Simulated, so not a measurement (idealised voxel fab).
This section sets out a process module, namely voxel double patterning.
Section cut is 190 nm wide and gridded with 5 nm square cells.
In what follows, cross-sections appear as grids of square cells, described through bands that run from the top down, where every band is one or more rows of cells.
Heights first: top, then bottom, in nm. Then materials, left to right, each with a width in nm. "everywhere" on a single material: fills the band edge to edge. "empty": empty space.
All heights in this document are referenced to 0, defined as the level beneath which the wafer, as received, consists entirely of one material. The lowest band is not bounded below; it extends indefinitely downward and is written in the form "0 -> down".
A two-number width, for instance "30 to 40", indicates that the width is equal to the first number in the top row of the band and to the second number in the bottom row, and that it changes by a constant amount per row of cells.
It should be understood that the words "nothing got changed", when stated for a given step, signify that the cross-section underwent no change in any of its cells during that step.
Trapped cavities: empty space of 8 cells or more with no open way to the top, each as width x height at its distance from the left edge, in nm
Anything after a step's settings on that line? It's the simulator's own note about the step.
overlay nm: step with mask; distance mask lay right of planned place; negative value = left of planned place.
Below is the list of planned process steps
- 1: RECEIVE, material Si
- 2: CONFORMAL_DEP, material SiO2, thk nm 5
- 3: DIRECTIONAL_DEP, material TiN, thk nm 10
- 4: DIRECTIONAL_DEP, material SiN, thk nm 5
- 5: PATTERN, tone open, mask id FIRST, material resist, width nm 15, pitch nm 50, thk nm 20, overlay nm 0
- 6: DIRECTIONAL_ETCH, etch materials SiN, depth nm 5
- 7: STRIP, etch materials resist
- 8: DIRECTIONAL_DEP, material aC, thk nm 10
- 9: PATTERN, tone open, mask id SECOND, material resist, width nm 15, thk nm 25, overlay nm 0
- 10: DIRECTIONAL_ETCH, etch materials aC, depth nm 10
- 11: STRIP, etch materials resist
- 12: DIRECTIONAL_ETCH, etch materials SiN, depth nm 5
- 13: STRIP, etch materials aC
- 14: DIRECTIONAL_ETCH, etch materials TiN, depth nm 10
- 15: STRIP, etch materials SiN
Account of the first of two wafers, which was processed as intended
Step 1 complete: cross-section of the wafer as received
* 0 -> down: Si everywhere
* Trapped cavities: none
After step 2
* 5 -> 0: SiO2 everywhere
* Note: structure below 0 unchanged.
After step 3
* 15 -> 5: TiN everywhere
* Note: structure below 5 unchanged.
After step 4
* 20 -> 15: SiN everywhere
* Note: structure below 15 unchanged.
After step 5
* 40 -> 20: resist (60), then empty (15), then resist (35), then empty (15), then resist (65)
* Note: structure below 20 unchanged.
After step 6
* 40 -> 20: resist (60), then empty (15), then resist (35), then empty (15), then resist (65)
* 20 -> 15: SiN (60), then empty (15), then SiN (35), then empty (15), then SiN (65)
* Note: structure below 15 unchanged.
After step 7
* 20 -> 15: SiN (60), then empty (15), then SiN (35), then empty (15), then SiN (65)
* Note: structure below 15 unchanged.
After step 8
* 30 -> 25: aC (60), then empty (15), then aC (35), then empty (15), then aC (65)
* 25 -> 20: aC everywhere
* 20 -> 15: SiN (60), then aC (15), then SiN (35), then aC (15), then SiN (65)
* Note: structure below 15 unchanged.
After step 9
* 55 -> 30: resist (85), then empty (15), then resist (90)
* 30 -> 25: aC (60), then resist (15), then aC (35), then resist (15), then aC (65)
* Note: structure below 25 unchanged.
After step 10
* 45 -> 30: resist (85), then empty (15), then resist (90)
* 30 -> 25: aC (60), then resist (15), then aC (10), then empty (15), then aC (10), then resist (15), then aC (65)
* 25 -> 20: aC (85), then empty (15), then aC (90)
* Note: structure below 20 unchanged.
After step 11
* 30 -> 25: aC (60), then empty (15), then aC (10), then empty (15), then aC (10), then empty (15), then aC (65)
* Note: structure below 25 unchanged.
After step 12
* 30 -> 25: aC (60), then empty (15), then aC (10), then empty (15), then aC (10), then empty (15), then aC (65)
* 25 -> 20: aC (85), then empty (15), then aC (90)
* 20 -> 15: SiN (60), then aC (15), then SiN (10), then empty (15), then SiN (10), then aC (15), then SiN (65)
* Note: structure below 15 unchanged.
After step 13
* 20 -> 15: SiN (60), then empty (15), then SiN (10), then empty (15), then SiN (10), then empty (15), then SiN (65)
* Note: structure below 15 unchanged.
After step 14
* 20 -> 15: SiN (60), then empty (15), then SiN (10), then empty (15), then SiN (10), then empty (15), then SiN (65)
* 15 -> 5: TiN (60), then empty (15), then TiN (10), then empty (15), then TiN (10), then empty (15), then TiN (65)
* Note: structure below 5 unchanged.
After step 15
* 15 -> 5: TiN (60), then empty (15), then TiN (10), then empty (15), then TiN (10), then empty (15), then TiN (65)
* Note: structure below 5 unchanged.
Second wafer, same starting state and plan as the first, one mistake in the run, identical through step 4
Second wafer cross-section, taken as of the time the plan sets for step 5 to be done
* 40 -> 20: resist (70), then empty (15), then resist (35), then empty (15), then resist (55)
* Note: structure below 20 unchanged.
Second wafer cross-section, taken as of the time the plan sets for step 6 to be done
* 40 -> 20: resist (70), then empty (15), then resist (35), then empty (15), then resist (55)
* 20 -> 15: SiN (70), then empty (15), then SiN (35), then empty (15), then SiN (55)
* Note: structure below 15 unchanged.
Second wafer cross-section, taken as of the time the plan sets for step 7 to be done
* 20 -> 15: SiN (70), then empty (15), then SiN (35), then empty (15), then SiN (55)
* Note: structure below 15 unchanged.
Second wafer cross-section, taken as of the time the plan sets for step 8 to be done
* 30 -> 25: aC (70), then empty (15), then aC (35), then empty (15), then aC (55)
* 25 -> 20: aC everywhere
* 20 -> 15: SiN (70), then aC (15), then SiN (35), then aC (15), then SiN (55)
* Note: structure below 15 unchanged.
Second wafer cross-section, taken as of the time the plan sets for step 9 to be done
* 55 -> 30: resist (85), then empty (15), then resist (90)
* 30 -> 25: aC (70), then resist (15), then aC (35), then resist (15), then aC (55)
* Note: structure below 25 unchanged.
Second wafer cross-section, taken as of the time the plan sets for step 10 to be done
* 45 -> 30: resist (85), then empty (15), then resist (90)
* 30 -> 25: aC (70), then resist (15), then empty (15), then aC (20), then resist (15), then aC (55)
* 25 -> 20: aC (85), then empty (15), then aC (90)
* Note: structure below 20 unchanged.
Second wafer cross-section, taken as of the time the plan sets for step 11 to be done
* 30 -> 25: aC (70), then empty (30), then aC (20), then empty (15), then aC (55)
* Note: structure below 25 unchanged.
Second wafer cross-section, taken as of the time the plan sets for step 12 to be done
* 30 -> 25: aC (70), then empty (30), then aC (20), then empty (15), then aC (55)
* 25 -> 20: aC (85), then empty (15), then aC (90)
* 20 -> 15: SiN (70), then aC (15), then empty (15), then SiN (20), then aC (15), then SiN (55)
* Note: structure below 15 unchanged.
Second wafer cross-section, taken as of the time the plan sets for step 13 to be done
* 20 -> 15: SiN (70), then empty (30), then SiN (20), then empty (15), then SiN (55)
* Note: structure below 15 unchanged.
Second wafer cross-section, taken as of the time the plan sets for step 14 to be done
* 20 -> 15: SiN (70), then empty (30), then SiN (20), then empty (15), then SiN (55)
* 15 -> 5: TiN (70), then empty (30), then TiN (20), then empty (15), then TiN (55)
* Note: structure below 5 unchanged.
Second wafer cross-section, taken as of the time the plan sets for step 15 to be done
* 15 -> 5: TiN (70), then empty (30), then TiN (20), then empty (15), then TiN (55)
* Note: structure below 5 unchanged.
So what did we get wrong on this run? planned and actual differ for step 5; actual: PATTERN, tone open, mask id FIRST, material resist, width nm 15, pitch nm 50, thk nm 20, overlay nm 10
Final wafers compared: equal cell tally per material, rearranged layout.
